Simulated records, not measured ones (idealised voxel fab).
The process module presented herein is designated voxel trench capacitor.
We display cut, a cross-section 160 nm in width whose square cells are each 5 nm.
Square cells in a grid make up a cross-section in this document, and the grid is given as bands, listed from the top down, each one or more rows of cells.
Each band's line starts with the height of the band's top and of its bottom, in nm. Then come its materials from left to right, each with its width in nm. One material with "all across" fills the band from edge to edge. "air" is empty space.
Convention: height 0 is the level below which the wafer, as received, is all one material. The lowest band does not terminate at the bottom but continues downward, represented as "from 0 down".
Graded width ("30 to 40"): value in top row of band = first number; value in bottom row = second number; row-to-row change constant.
Step note "identical to before" = no cross-section cell changed.
In "Closed void table" the enclosed voids are listed, meaning empty spaces of 8 cells or larger without any opening to the top. The form is width x height at distance, distance from the left edge, units nm.
Text after the settings on a step's line: the simulator's own remark on that step.
A step line may carry the setting "overlay nm", which, for steps involving a mask, states the distance by which the mask lay to the right of its intended position; negative values denote displacement to the left.
Process steps (planned)
1. op RECEIVE | material Si
2. op CONFORMAL_DEP | material SiN | thk nm 5
3. op DIRECTIONAL_DEP | material aC | thk nm 15
4. op PATTERN | tone open | mask id TRENCH | material resist | width nm 20 | pitch nm 40 | thk nm 35 | overlay nm 0
5. op DIRECTIONAL_ETCH | etch materials aC | depth nm 15
6. op STRIP | etch materials resist
7. op DIRECTIONAL_ETCH | etch materials SiN | depth nm 5
8. op DIRECTIONAL_ETCH | etch materials Si | depth nm 30
9. op STRIP | etch materials aC
10. op CONFORMAL_DEP | material SiO2 | thk nm 5
11. op FILL_DEP | material polySi | thk nm 10
12. op CMP | height nm 5
Cross-sectional view of the wafer in its as-received condition, corresponding to the state after step 1
> from 0 down: Si all across
> Closed void table: none
First of two wafers, end-of-module section, run followed plan
> from 5 to 0: SiN 30, then SiO2 5, then polySi 10, then SiO2 5, then SiN 20, then SiO2 5, then polySi 10, then SiO2 5, then SiN 20, then SiO2 5, then polySi 10, then SiO2 5, then SiN 30
> from 0 to -25: Si 30, then SiO2 5, then polySi 10, then SiO2 5, then Si 20, then SiO2 5, then polySi 10, then SiO2 5, then Si 20, then SiO2 5, then polySi 10, then SiO2 5, then Si 30
> from -25 to -30: Si 30, then SiO2 20, then Si 20, then SiO2 20, then Si 20, then SiO2 20, then Si 30
> from -30 down: Si all across
> Closed void table: none
Cross-section, second wafer: same start as the first, same plan as the first, one mistake in running it; taken at the end of the module
> from 5 to 0: SiN 40, then SiO2 5, then polySi 10, then SiO2 5, then SiN 20, then SiO2 5, then polySi 10, then SiO2 5, then SiN 20, then SiO2 5, then polySi 10, then SiO2 5, then SiN 20
> from 0 to -25: Si 40, then SiO2 5, then polySi 10, then SiO2 5, then Si 20, then SiO2 5, then polySi 10, then SiO2 5, then Si 20, then SiO2 5, then polySi 10, then SiO2 5, then Si 20
> from -25 to -30: Si 40, then SiO2 20, then Si 20, then SiO2 20, then Si 20, then SiO2 20, then Si 20
> from -30 down: Si all across
> Closed void table: none
What was done differently from what was planned? note that step 4 departed from the planned setting and was carried out as op PATTERN | tone open | mask id TRENCH | material resist | width nm 20 | pitch nm 40 | thk nm 35 | overlay nm 10
If you tally the cells, the second wafer ends up with the same amount of every material as the first; it's all just sitting in different places.
